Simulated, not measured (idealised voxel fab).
process module | voxel released beams
cross-section cut | 280 nm wide | cells 5 nm
A cross-section is a grid of square cells, given in bands from the top down. A band is one or more rows of cells.
Each band's line starts with the height of the band's top and of its bottom, in nm. Then come its materials from left to right, each with its width in nm. One material with "throughout" fills the band from edge to edge. "air" is empty space.
Height 0 is the level under which the wafer as received is all one material. The lowest band goes on downwards, as in "0 down".
A width such as "30 to 40" changes by the same amount from each row of cells to the next, from the band's top row to its bottom row.
"no change" after a step means that no cell of the cross-section changed.
closed voids: empty space of 8 cells or more with no open way to the top, each as width x height at its distance from the left edge, in nm
after a step's settings: what the simulator itself notes on the step
overlay nm, on a step with a mask: how far to the right of its planned place the mask lay; to the left if negative
Each pair below shows a cross-section before one step and the cross-section after it, down to the lowest band that changed. The line under each pair gives the step between them, with its settings. The pairs can come from different runs of this module on the same starting wafer, so a pair continues from the pair above only where its "before" says so.
before
  0 down: Si throughout
  closed voids: none
after
  10 to 0: SiN throughout
  below 0: unchanged
  closed voids: none
the step between: op CONFORMAL_DEP | material SiN | thk nm 10
before: the cross-section after the pair above
after
  25 to 10: SiO2 throughout
  below 10: unchanged
  closed voids: none
the step between: op DIRECTIONAL_DEP | material SiO2 | thk nm 15
before: the cross-section after the pair above
after
  25 to 10: SiO2 80 | air 40 | SiO2 160
  below 10: unchanged
  closed voids: none
the step between: op MASKED_ETCH | tone open | mask id ANCHOR | width nm 40 | etch materials SiO2 | depth nm 15 | overlay nm 0
before: the cross-section after the pair above
after
  40 to 25: W 95 | air 10 | W 175
  25 to 10: SiO2 80 | W 40 | SiO2 160
  below 10: unchanged
  closed voids: none
the step between: op CONFORMAL_DEP | material W | thk nm 15
before: the cross-section after the pair above
after
  50 to 40: aC 95 | air 10 | aC 175
  40 to 35: W 95 | air 10 | W 175
  35 to 25: W 95 | aC 10 | W 175
  below 25: unchanged
  closed voids: none
the step between: op DIRECTIONAL_DEP | material aC | thk nm 10
before: the cross-section after the pair above
after
  75 to 50: air 75 | resist 120 | air 85
  50 to 40: aC 95 | resist 10 | aC 175
  40 to 35: W 95 | resist 10 | W 175
  below 35: unchanged
  closed voids: none
the step between: op PATTERN | tone cover | mask id BEAM | material resist | width nm 120 | thk nm 25 | overlay nm 0
before: the cross-section after the pair above
after
  65 to 50: air 75 | resist 120 | air 85
  50 to 40: air 75 | aC 20 | resist 10 | aC 90 | air 85
  below 40: unchanged
  closed voids: none
the step between: op DIRECTIONAL_ETCH | etch materials aC | depth nm 10
before: the cross-section after the pair above
after
  50 to 40: air 75 | aC 20 | air 10 | aC 90 | air 85
  40 to 35: W 95 | air 10 | W 175
  below 35: unchanged
  closed voids: none
the step between: op STRIP | etch materials resist
before: the cross-section after the pair above
after
  50 to 40: air 75 | aC 20 | air 10 | aC 90 | air 85
  40 to 35: air 75 | W 20 | air 10 | W 90 | air 85
  35 to 25: air 75 | W 20 | aC 10 | W 90 | air 85
  below 25: unchanged
  closed voids: none
the step between: op DIRECTIONAL_ETCH | etch materials W | depth nm 15
before: the cross-section after the pair above
after
  40 to 25: air 75 | W 20 | air 10 | W 90 | air 85
  below 25: unchanged
  closed voids: none
the step between: op STRIP | etch materials aC
before: the cross-section after the pair above
after
  40 to 25: air 75 | W 20 | air 10 | W 90 | air 85
  25 to 10: air 80 | W 40 | air 160
  below 10: unchanged
  closed voids: none
the step between: op STRIP | etch materials SiO2
before
  0 down: Si throughout
  closed voids: none
after
  15 to 0: SiO2 throughout
  below 0: unchanged
  closed voids: none
the step between: op DIRECTIONAL_DEP | material SiO2 | thk nm 15
before: the cross-section after the pair above
after
  15 to 0: SiO2 80 | air 40 | SiO2 160
  below 0: unchanged
  closed voids: none
the step between: op MASKED_ETCH | tone open | mask id ANCHOR | width nm 40 | etch materials SiO2 | depth nm 15 | overlay nm 0
before: the cross-section after the pair above
after
  30 to 15: W 95 | air 10 | W 175
  15 to 0: SiO2 80 | W 40 | SiO2 160
  below 0: unchanged
  closed voids: none
the step between: op CONFORMAL_DEP | material W | thk nm 15
before: the cross-section after the pair above
after
  40 to 30: aC 95 | air 10 | aC 175
  30 to 25: W 95 | air 10 | W 175
  25 to 15: W 95 | aC 10 | W 175
  below 15: unchanged
  closed voids: none
the step between: op DIRECTIONAL_DEP | material aC | thk nm 10
before: the cross-section after the pair above
after
  65 to 40: air 75 | resist 120 | air 85
  40 to 30: aC 95 | resist 10 | aC 175
  30 to 25: W 95 | resist 10 | W 175
  below 25: unchanged
  closed voids: none
the step between: op PATTERN | tone cover | mask id BEAM | material resist | width nm 120 | thk nm 25 | overlay nm 0
before: the cross-section after the pair above
after
  55 to 40: air 75 | resist 120 | air 85
  40 to 30: air 75 | aC 20 | resist 10 | aC 90 | air 85
  below 30: unchanged
  closed voids: none
the step between: op DIRECTIONAL_ETCH | etch materials aC | depth nm 10
before: the cross-section after the pair above
after
  40 to 30: air 75 | aC 20 | air 10 | aC 90 | air 85
  30 to 25: W 95 | air 10 | W 175
  below 25: unchanged
  closed voids: none
the step between: op STRIP | etch materials resist
before: the cross-section after the pair above
after
  40 to 30: air 75 | aC 20 | air 10 | aC 90 | air 85
  30 to 25: air 75 | W 20 | air 10 | W 90 | air 85
  25 to 15: air 75 | W 20 | aC 10 | W 90 | air 85
  below 15: unchanged
  closed voids: none
the step between: op DIRECTIONAL_ETCH | etch materials W | depth nm 15
before: the cross-section after the pair above
after
  30 to 15: air 75 | W 20 | air 10 | W 90 | air 85
  below 15: unchanged
  closed voids: none
the step between: op STRIP | etch materials aC
before: the cross-section after the pair above
after
  30 to 15: air 75 | W 20 | air 10 | W 90 | air 85
  15 to 0: air 80 | W 40 | air 160
  below 0: unchanged
  closed voids: none
the step between: op STRIP | etch materials SiO2
before
  40 to 25: W 95 | air 10 | W 175
  25 to 10: SiO2 80 | W 40 | SiO2 160
  10 to 0: SiN throughout
  0 down: Si throughout
  closed voids: none
after
  55 to 25: W throughout
  below 25: unchanged
  closed voids: none
the step between: op CONFORMAL_DEP | material W | thk nm 15
before: the cross-section after the pair above
after
  65 to 55: aC throughout
  below 55: unchanged
  closed voids: none
the step between: op DIRECTIONAL_DEP | material aC | thk nm 10
before: the cross-section after the pair above
after
  90 to 65: air 75 | resist 120 | air 85
  below 65: unchanged
  closed voids: none
the step between: op PATTERN | tone cover | mask id BEAM | material resist | width nm 120 | thk nm 25 | overlay nm 0
before: the cross-section after the pair above
after
  80 to 65: air 75 | resist 120 | air 85
  65 to 55: air 75 | aC 120 | air 85
  below 55: unchanged
  closed voids: none
the step between: op DIRECTIONAL_ETCH | etch materials aC | depth nm 10
before: the cross-section after the pair above
after
  65 to 55: air 75 | aC 120 | air 85
  below 55: unchanged
  closed voids: none
the step between: op STRIP | etch materials resist
before: the cross-section after the pair above
after
  65 to 55: air 75 | aC 120 | air 85
  55 to 40: air 75 | W 120 | air 85
  below 40: unchanged
  closed voids: none
the step between: op DIRECTIONAL_ETCH | etch materials W | depth nm 15
before: the cross-section after the pair above
after
  55 to 40: air 75 | W 120 | air 85
  below 40: unchanged
  closed voids: none
the step between: op STRIP | etch materials aC
before
  15 to 0: SiO2 throughout
  0 down: Si throughout
  closed voids: none
after
  25 to 15: SiN throughout
  below 15: unchanged
  closed voids: none
the step between: op CONFORMAL_DEP | material SiN | thk nm 10
before: the cross-section after the pair above
after
  40 to 25: W throughout
  below 25: unchanged
  closed voids: none
the step between: op CONFORMAL_DEP | material W | thk nm 15
before: the cross-section after the pair above
after
  50 to 40: aC throughout
  below 40: unchanged
  closed voids: none
the step between: op DIRECTIONAL_DEP | material aC | thk nm 10
before: the cross-section after the pair above
after
  75 to 50: air 75 | resist 120 | air 85
  below 50: unchanged
  closed voids: none
the step between: op PATTERN | tone cover | mask id BEAM | material resist | width nm 120 | thk nm 25 | overlay nm 0
before: the cross-section after the pair above
after
  65 to 50: air 75 | resist 120 | air 85
  50 to 40: air 75 | aC 120 | air 85
  below 40: unchanged
  closed voids: none
the step between: op DIRECTIONAL_ETCH | etch materials aC | depth nm 10
before: the cross-section after the pair above
after
  50 to 40: air 75 | aC 120 | air 85
  below 40: unchanged
  closed voids: none
the step between: op STRIP | etch materials resist
before: the cross-section after the pair above
after
  50 to 40: air 75 | aC 120 | air 85
  40 to 25: air 75 | W 120 | air 85
  below 25: unchanged
  closed voids: none
the step between: op DIRECTIONAL_ETCH | etch materials W | depth nm 15
before: the cross-section after the pair above
after
  40 to 25: air 75 | W 120 | air 85
  below 25: unchanged
  closed voids: none
the step between: op STRIP | etch materials aC
before
  25 to 10: SiO2 80 | air 40 | SiO2 160
  10 to 0: SiN throughout
  0 down: Si throughout
  closed voids: none
after
  50 to 25: W throughout
  25 to 10: SiO2 80 | W 40 | SiO2 160
  below 10: unchanged
  closed voids: none
the step between: op CONFORMAL_DEP | material W | thk nm 25
before: the cross-section after the pair above
after
  60 to 50: aC throughout
  below 50: unchanged
  closed voids: none
the step between: op DIRECTIONAL_DEP | material aC | thk nm 10
before: the cross-section after the pair above
after
  85 to 60: air 75 | resist 120 | air 85
  below 60: unchanged
  closed voids: none
the step between: op PATTERN | tone cover | mask id BEAM | material resist | width nm 120 | thk nm 25 | overlay nm 0
before: the cross-section after the pair above
after
  75 to 60: air 75 | resist 120 | air 85
  60 to 50: air 75 | aC 120 | air 85
  below 50: unchanged
  closed voids: none
the step between: op DIRECTIONAL_ETCH | etch materials aC | depth nm 10
before: the cross-section after the pair above
after
  60 to 50: air 75 | aC 120 | air 85
  below 50: unchanged
  closed voids: none
the step between: op STRIP | etch materials resist
before: the cross-section after the pair above
after
  60 to 50: air 75 | aC 120 | air 85
  50 to 35: air 75 | W 120 | air 85
  below 35: unchanged
  closed voids: none
the step between: op DIRECTIONAL_ETCH | etch materials W | depth nm 15
before: the cross-section after the pair above
after
  50 to 35: air 75 | W 120 | air 85
  below 35: unchanged
  closed voids: none
the step between: op STRIP | etch materials aC
before
  25 to 10: SiO2 throughout
  10 to 0: SiN throughout
  0 down: Si throughout
  closed voids: none
after
  25 to 10: SiO2 85 | air 30 | SiO2 165
  below 10: unchanged
  closed voids: none
the step between: op MASKED_ETCH | tone open | mask id ANCHOR | width nm 30 | etch materials SiO2 | depth nm 15 | overlay nm 0
before: the cross-section after the pair above
after
  40 to 25: W throughout
  25 to 10: SiO2 85 | W 30 | SiO2 165
  below 10: unchanged
  closed voids: none
the step between: op CONFORMAL_DEP | material W | thk nm 15
before: the cross-section after the pair above
after
  50 to 40: aC throughout
  below 40: unchanged
  closed voids: none
the step between: op DIRECTIONAL_DEP | material aC | thk nm 10
before: the cross-section after the pair above
after
  75 to 50: air 75 | resist 120 | air 85
  below 50: unchanged
  closed voids: none
the step between: op PATTERN | tone cover | mask id BEAM | material resist | width nm 120 | thk nm 25 | overlay nm 0
before: the cross-section after the pair above
after
  65 to 50: air 75 | resist 120 | air 85
  50 to 40: air 75 | aC 120 | air 85
  below 40: unchanged
  closed voids: none
the step between: op DIRECTIONAL_ETCH | etch materials aC | depth nm 10
before: the cross-section after the pair above
after
  50 to 40: air 75 | aC 120 | air 85
  below 40: unchanged
  closed voids: none
the step between: op STRIP | etch materials resist
before: the cross-section after the pair above
after
  50 to 40: air 75 | aC 120 | air 85
  40 to 25: air 75 | W 120 | air 85
  below 25: unchanged
  closed voids: none
the step between: op DIRECTIONAL_ETCH | etch materials W | depth nm 15
before: the cross-section after the pair above
after
  40 to 25: air 75 | W 120 | air 85
  below 25: unchanged
  closed voids: none
the step between: op STRIP | etch materials aC
before: the cross-section after the pair above
after
  40 to 25: air 75 | W 120 | air 85
  25 to 10: air 85 | W 30 | air 165
  below 10: unchanged
  closed voids: none
the step between: op STRIP | etch materials SiO2
before
  25 to 10: SiO2 throughout
  10 to 0: SiN throughout
  0 down: Si throughout
  closed voids: none
after
  25 to 10: SiO2 85 | air 40 | SiO2 155
  below 10: unchanged
  closed voids: none
the step between: op MASKED_ETCH | tone open | mask id ANCHOR | width nm 40 | etch materials SiO2 | depth nm 15 | overlay nm 5
before: the cross-section after the pair above
after
  40 to 25: W 100 | air 10 | W 170
  25 to 10: SiO2 85 | W 40 | SiO2 155
  below 10: unchanged
  closed voids: none
the step between: op CONFORMAL_DEP | material W | thk nm 15
before: the cross-section after the pair above
after
  50 to 40: aC 100 | air 10 | aC 170
  40 to 35: W 100 | air 10 | W 170
  35 to 25: W 100 | aC 10 | W 170
  below 25: unchanged
  closed voids: none
the step between: op DIRECTIONAL_DEP | material aC | thk nm 10
before: the cross-section after the pair above
after
  75 to 50: air 75 | resist 120 | air 85
  50 to 40: aC 100 | resist 10 | aC 170
  40 to 35: W 100 | resist 10 | W 170
  below 35: unchanged
  closed voids: none
the step between: op PATTERN | tone cover | mask id BEAM | material resist | width nm 120 | thk nm 25 | overlay nm 0
before: the cross-section after the pair above
after
  65 to 50: air 75 | resist 120 | air 85
  50 to 40: air 75 | aC 25 | resist 10 | aC 85 | air 85
  below 40: unchanged
  closed voids: none
the step between: op DIRECTIONAL_ETCH | etch materials aC | depth nm 10
before: the cross-section after the pair above
after
  50 to 40: air 75 | aC 25 | air 10 | aC 85 | air 85
  40 to 35: W 100 | air 10 | W 170
  below 35: unchanged
  closed voids: none
the step between: op STRIP | etch materials resist
before: the cross-section after the pair above
after
  50 to 40: air 75 | aC 25 | air 10 | aC 85 | air 85
  40 to 35: air 75 | W 25 | air 10 | W 85 | air 85
  35 to 25: air 75 | W 25 | aC 10 | W 85 | air 85
  below 25: unchanged
  closed voids: none
the step between: op DIRECTIONAL_ETCH | etch materials W | depth nm 15
before: the cross-section after the pair above
after
  40 to 25: air 75 | W 25 | air 10 | W 85 | air 85
  below 25: unchanged
  closed voids: none
the step between: op STRIP | etch materials aC
before: the cross-section after the pair above
after
  40 to 25: air 75 | W 25 | air 10 | W 85 | air 85
  25 to 10: air 85 | W 40 | air 155
  below 10: unchanged
  closed voids: none
the step between: op STRIP | etch materials SiO2
before
  0 down: Si throughout
  closed voids: none
after
  10 to 0: SiO2 throughout
  below 0: unchanged
  closed voids: none
the step between: op CONFORMAL_DEP | material SiO2 | thk nm 10
before: the cross-section after the pair above
after
  25 to 0: SiO2 throughout
  below 0: unchanged
  closed voids: none
the step between: op DIRECTIONAL_DEP | material SiO2 | thk nm 15
before: the cross-section after the pair above
after
  25 to 10: SiO2 80 | air 40 | SiO2 160
  below 10: unchanged
  closed voids: none
the step between: op MASKED_ETCH | tone open | mask id ANCHOR | width nm 40 | etch materials SiO2 | depth nm 15 | overlay nm 0
before: the cross-section after the pair above
after
  40 to 25: W 95 | air 10 | W 175
  25 to 10: SiO2 80 | W 40 | SiO2 160
  below 10: unchanged
  closed voids: none
the step between: op CONFORMAL_DEP | material W | thk nm 15
before: the cross-section after the pair above
after
  50 to 40: aC 95 | air 10 | aC 175
  40 to 35: W 95 | air 10 | W 175
  35 to 25: W 95 | aC 10 | W 175
  below 25: unchanged
  closed voids: none
the step between: op DIRECTIONAL_DEP | material aC | thk nm 10
before: the cross-section after the pair above
after
  75 to 50: air 75 | resist 120 | air 85
  50 to 40: aC 95 | resist 10 | aC 175
  40 to 35: W 95 | resist 10 | W 175
  below 35: unchanged
  closed voids: none
the step between: op PATTERN | tone cover | mask id BEAM | material resist | width nm 120 | thk nm 25 | overlay nm 0
before: the cross-section after the pair above
after
  65 to 50: air 75 | resist 120 | air 85
  50 to 40: air 75 | aC 20 | resist 10 | aC 90 | air 85
  below 40: unchanged
  closed voids: none
the step between: op DIRECTIONAL_ETCH | etch materials aC | depth nm 10
before: the cross-section after the pair above
after
  50 to 40: air 75 | aC 20 | air 10 | aC 90 | air 85
  40 to 35: W 95 | air 10 | W 175
  below 35: unchanged
  closed voids: none
the step between: op STRIP | etch materials resist
before: the cross-section after the pair above
after
  50 to 40: air 75 | aC 20 | air 10 | aC 90 | air 85
  40 to 35: air 75 | W 20 | air 10 | W 90 | air 85
  35 to 25: air 75 | W 20 | aC 10 | W 90 | air 85
  below 25: unchanged
  closed voids: none
the step between: op DIRECTIONAL_ETCH | etch materials W | depth nm 15
before: the cross-section after the pair above
after
  40 to 25: air 75 | W 20 | air 10 | W 90 | air 85
  below 25: unchanged
  closed voids: none
the step between: op STRIP | etch materials aC
before: the cross-section after the pair above
after
  0 down: Si throughout
  closed voids: none
the step between: op STRIP | etch materials SiO2
before
  25 to 10: SiO2 throughout
  10 to 0: SiN throughout
  0 down: Si throughout
  closed voids: none
after
  25 to 10: air 80 | SiO2 40 | air 160
  below 10: unchanged
  closed voids: none
the step between: op MASKED_ETCH | tone cover | mask id ANCHOR | width nm 40 | etch materials SiO2 | depth nm 15 | overlay nm 0
before: the cross-section after the pair above
after
  40 to 25: air 65 | W 70 | air 145
  25 to 10: W 80 | SiO2 40 | W 160
  below 10: unchanged
  closed voids: none
the step between: op CONFORMAL_DEP | material W | thk nm 15
before: the cross-section after the pair above
after
  50 to 40: air 65 | aC 70 | air 145
  40 to 35: air 65 | W 70 | air 145
  35 to 25: aC 65 | W 70 | aC 145
  below 25: unchanged
  closed voids: none
the step between: op DIRECTIONAL_DEP | material aC | thk nm 10
before: the cross-section after the pair above
after
  75 to 50: air 75 | resist 120 | air 85
  50 to 40: air 65 | aC 70 | resist 60 | air 85
  40 to 35: air 65 | W 70 | resist 60 | air 85
  below 35: unchanged
  closed voids: none
the step between: op PATTERN | tone cover | mask id BEAM | material resist | width nm 120 | thk nm 25 | overlay nm 0
before: the cross-section after the pair above
after
  65 to 50: air 75 | resist 120 | air 85
  50 to 40: air 75 | aC 60 | resist 60 | air 85
  40 to 35: air 65 | W 70 | resist 60 | air 85
  35 to 25: air 65 | W 70 | aC 60 | air 85
  below 25: unchanged
  closed voids: none
the step between: op DIRECTIONAL_ETCH | etch materials aC | depth nm 10
before: the cross-section after the pair above
after
  50 to 40: air 75 | aC 60 | air 145
  40 to 35: air 65 | W 70 | air 145
  below 35: unchanged
  closed voids: none
the step between: op STRIP | etch materials resist
before: the cross-section after the pair above
after
  50 to 40: air 75 | aC 60 | air 145
  40 to 35: air 75 | W 60 | air 145
  35 to 25: air 75 | W 60 | aC 60 | air 85
  25 to 10: air 65 | W 15 | SiO2 40 | W 75 | air 85
  below 10: unchanged
  closed voids: none
the step between: op DIRECTIONAL_ETCH | etch materials W | depth nm 15
before: the cross-section after the pair above
after
  40 to 25: air 75 | W 60 | air 145
  below 25: unchanged
  closed voids: none
the step between: op STRIP | etch materials aC
